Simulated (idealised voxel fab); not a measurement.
Presented below is a process module, voxel transistor to metal.
Shown is cross-section cut, with a width of 160 nm and square cells of size 5 nm.
Heads up, the way a cross-section reads in here is a grid of square cells, handed over as bands from the top down, with every band being one or more rows of cells.
Look at the band entry: it leads with the top's height and the bottom's height in nm. Then it lists the materials left to right, with a width in nm for each. The word "full width" on a single material says that material fills the band edge to edge. The word "blank" is empty space.
Height reference: 0 = level under which incoming wafer is all one material. Lowest band: no bottom, runs on downward, e.g. "top 0, no bottom".
When a width is written as two numbers, as in "30->40", the first number is the width in the top row of cells of the band and the second is the width in its bottom row, and the width changes by the same amount from each row to the next.
"everything unchanged", as given for a step, is the statement that not any cell of the cross-section underwent a change during that step.
In "Closed void roster" the enclosed voids are listed, meaning empty spaces of 8 cells or larger without any opening to the top. The form is width x height at distance, distance from the left edge, units nm.
Text after the settings on a step's line: the simulator's own remark on that step.
If you see "overlay nm" on a step's line and that step has a mask, it's telling you how far right of where it was planned the mask ended up; a negative number means it went left instead.

**This section lists the process steps that were planned**
1,RECEIVE [material Si]
2,CONFORMAL_DEP [material SiO2] [thk nm 5]
3,CONFORMAL_DEP [material SiN] [thk nm 10]
4,DIRECTIONAL_DEP [material aC] [thk nm 10]
5,PATTERN [tone cover] [mask id ACTIVE] [material resist] [width nm 90] [thk nm 30] [overlay nm 0]
6,DIRECTIONAL_ETCH [etch materials aC] [depth nm 10]
7,STRIP [etch materials resist]
8,DIRECTIONAL_ETCH [etch materials SiN] [depth nm 15]
9,DIRECTIONAL_ETCH [etch materials SiO2] [depth nm 5]
10,DIRECTIONAL_ETCH [etch materials Si] [depth nm 35]
11,STRIP [etch materials aC]
12,FILL_DEP [material SiO2] [thk nm 5]
13,CMP [height nm 20]
14,SELECTIVE_ETCH [etch materials SiO2] [depth nm 10]
15,STRIP [etch materials SiN]
16,SELECTIVE_ETCH [etch materials SiO2] [depth nm 5]
17,OXIDIZE [depth nm 5]
18,DIRECTIONAL_DEP [material polySi] [thk nm 20]
19,DIRECTIONAL_DEP [material SiCN] [thk nm 10]
20,PATTERN [tone cover] [mask id GATE] [material resist] [width nm 20] [thk nm 20] [overlay nm 0]
21,DIRECTIONAL_ETCH [etch materials SiCN] [depth nm 20]
22,DIRECTIONAL_ETCH [etch materials polySi] [depth nm 30]
23,STRIP [etch materials resist]
24,CONFORMAL_DEP [material SiN] [thk nm 5]
25,DIRECTIONAL_ETCH [etch materials SiN] [depth nm 5]
26,DIRECTIONAL_ETCH [etch materials SiO2] [depth nm 5]
27,DIRECTIONAL_ETCH [etch materials Si] [depth nm 10]
28,EPI [material SiGe] [thk nm 10]
29,FILL_DEP [material SiO2] [thk nm 10]
30,CMP [height nm 30]
31,DIRECTIONAL_DEP [material SiO2] [thk nm 15]
32,MASKED_ETCH [tone open] [mask id CONTACT] [width nm 15] [pitch nm 65] [etch materials SiO2] [depth nm 50] [overlay nm 0]
33,CONFORMAL_DEP [material TiN] [thk nm 5]
34,FILL_DEP [material W] [thk nm 5]
35,CMP [height nm 45]
36,DIRECTIONAL_DEP [material TiN] [thk nm 5]
37,DIRECTIONAL_DEP [material Ru] [thk nm 15]
38,MASKED_ETCH [tone cover] [mask id METAL_1] [width nm 15] [pitch nm 65] [etch materials Ru] [depth nm 15] [overlay nm 0]
39,MASKED_ETCH [tone cover] [mask id METAL_1] [width nm 15] [pitch nm 65] [etch materials TiN] [depth nm 5] [overlay nm 0]
40,FILL_DEP [material lowk] [thk nm 5]
41,CMP [height nm 65]
42,CONFORMAL_DEP [material SiCN] [thk nm 5]
43,DIRECTIONAL_DEP [material lowk] [thk nm 25]
44,MASKED_ETCH [tone open] [mask id METAL_2] [width nm 15] [pitch nm 65] [etch materials lowk] [depth nm 15] [overlay nm 0]
45,PATTERN [tone open] [mask id METAL_2_HOLES] [material resist] [width nm 15] [pitch nm 65] [thk nm 20] [overlay nm 0]
46,DIRECTIONAL_ETCH [etch materials lowk] [depth nm 10]
47,DIRECTIONAL_ETCH [etch materials SiCN] [depth nm 5]
48,STRIP [etch materials resist]
49,CONFORMAL_DEP [material TiN] [thk nm 5]
50,FILL_DEP [material Cu] [thk nm 10]
51,CMP [height nm 95]
52,CONFORMAL_DEP [material SiCN] [thk nm 5]
Heads up: all these wafers start the same, and what changes between them is the thk nm in step 3. The value you see in the plan is just what the first wafer got.

**first wafer as received, after step 1**
  top 0, no bottom = Si full width
  Closed void roster: none

**Cross-section after step 52, the final step of the module, for the first of several wafers**
  top 100, bottom 95 = SiCN full width
  top 95, bottom 70 = 40 of lowk  5 of TiN  5 of Cu  5 of TiN  50 of lowk  5 of TiN  5 of Cu  5 of TiN  40 of lowk
  top 70, bottom 65 = 40 of SiCN  15 of TiN  50 of SiCN  15 of TiN  40 of SiCN
  top 65, bottom 50 = 40 of lowk  15 of Ru  50 of lowk  15 of Ru  40 of lowk
  top 50, bottom 45 = 40 of lowk  15 of TiN  50 of lowk  15 of TiN  40 of lowk
  top 45, bottom 30 = 40 of SiO2  5 of TiN  5 of W  5 of TiN  50 of SiO2  5 of TiN  5 of W  5 of TiN  40 of SiO2
  top 30, bottom 20 = 40 of SiO2  5 of TiN  5 of W  5 of TiN  10 of SiO2  5 of SiN  20 of SiCN  5 of SiN  10 of SiO2  5 of TiN  5 of W  5 of TiN  40 of SiO2
  top 20, bottom 5 = 40 of SiO2  5 of TiN  5 of W  5 of TiN  10 of SiO2  5 of SiN  20 of polySi  5 of SiN  10 of SiO2  5 of TiN  5 of W  5 of TiN  40 of SiO2
  top 5, bottom 0 = 30 of SiO2  5 of SiN  5 of SiO2  5 of TiN  5 of W  5 of TiN  10 of SiGe  5 of SiN  20 of polySi  5 of SiN  10 of SiGe  5 of TiN  5 of W  5 of TiN  5 of SiO2  5 of SiN  30 of SiO2
  top 0, bottom -5 = 40 of SiO2  15 of TiN  10 of SiGe  30 of SiO2  10 of SiGe  15 of TiN  40 of SiO2
  top -5, bottom -15 = 35 of SiO2  30 of SiGe  30 of Si  30 of SiGe  35 of SiO2
  top -15, bottom -35 = 35 of SiO2  90 of Si  35 of SiO2
  top -35, no bottom = Si full width
  Closed void roster: none

**The final wafer, sectioned at module end**
  top 100, bottom 95 = SiCN full width
  top 95, bottom 70 = 40 of lowk  5 of TiN  5 of Cu  5 of TiN  50 of lowk  5 of TiN  5 of Cu  5 of TiN  40 of lowk
  top 70, bottom 65 = 40 of SiCN  15 of TiN  50 of SiCN  15 of TiN  40 of SiCN
  top 65, bottom 50 = 40 of lowk  15 of Ru  50 of lowk  15 of Ru  40 of lowk
  top 50, bottom 45 = 40 of lowk  15 of TiN  50 of lowk  15 of TiN  40 of lowk
  top 45, bottom 30 = 40 of SiO2  5 of TiN  5 of W  5 of TiN  50 of SiO2  5 of TiN  5 of W  5 of TiN  40 of SiO2
  top 30, bottom 20 = 40 of SiO2  5 of TiN  5 of W  5 of TiN  10 of SiO2  5 of SiN  20 of SiCN  5 of SiN  10 of SiO2  5 of TiN  5 of W  5 of TiN  40 of SiO2
  top 20, bottom 5 = 40 of SiO2  5 of TiN  5 of W  5 of TiN  10 of SiO2  5 of SiN  20 of polySi  5 of SiN  10 of SiO2  5 of TiN  5 of W  5 of TiN  40 of SiO2
  top 5, bottom 0 = 40 of SiO2  5 of TiN  5 of W  5 of TiN  10 of SiGe  5 of SiN  20 of polySi  5 of SiN  10 of SiGe  5 of TiN  5 of W  5 of TiN  40 of SiO2
  top 0, bottom -5 = 40 of SiO2  15 of TiN  10 of SiGe  30 of SiO2  10 of SiGe  15 of TiN  40 of SiO2
  top -5, bottom -15 = 65 of SiGe  30 of Si  65 of SiGe
  top -15, no bottom = Si full width
  Closed void roster: none

**Tabulated below, wafer by wafer, are the end-of-module results: for each material, the number of cells gained (+) or lost (-) relative to the as-received state, followed by the closed voids**
thk nm 10 | +10 Cu | +18 Ru | -140 Si | +66 SiCN | +32 SiGe | +14 SiN | +298 SiO2 | +74 TiN | +18 W | +234 lowk | +16 polySi | Closed void roster: none
thk nm 15 | +10 Cu | +18 Ru | -140 Si | +66 SiCN | +32 SiGe | +14 SiN | +298 SiO2 | +74 TiN | +18 W | +234 lowk | +16 polySi | Closed void roster: none
thk nm 20 | +10 Cu | +18 Ru | -84 Si | +66 SiCN | +60 SiGe | +12 SiN | +216 SiO2 | +74 TiN | +18 W | +234 lowk | +16 polySi | Closed void roster: none
thk nm 25 | +10 Cu | +18 Ru | -84 Si | +66 SiCN | +60 SiGe | +12 SiN | +216 SiO2 | +74 TiN | +18 W | +234 lowk | +16 polySi | Closed void roster: none
thk nm 30 | +10 Cu | +18 Ru | -84 Si | +66 SiCN | +60 SiGe | +12 SiN | +216 SiO2 | +74 TiN | +18 W | +234 lowk | +16 polySi | Closed void roster: none
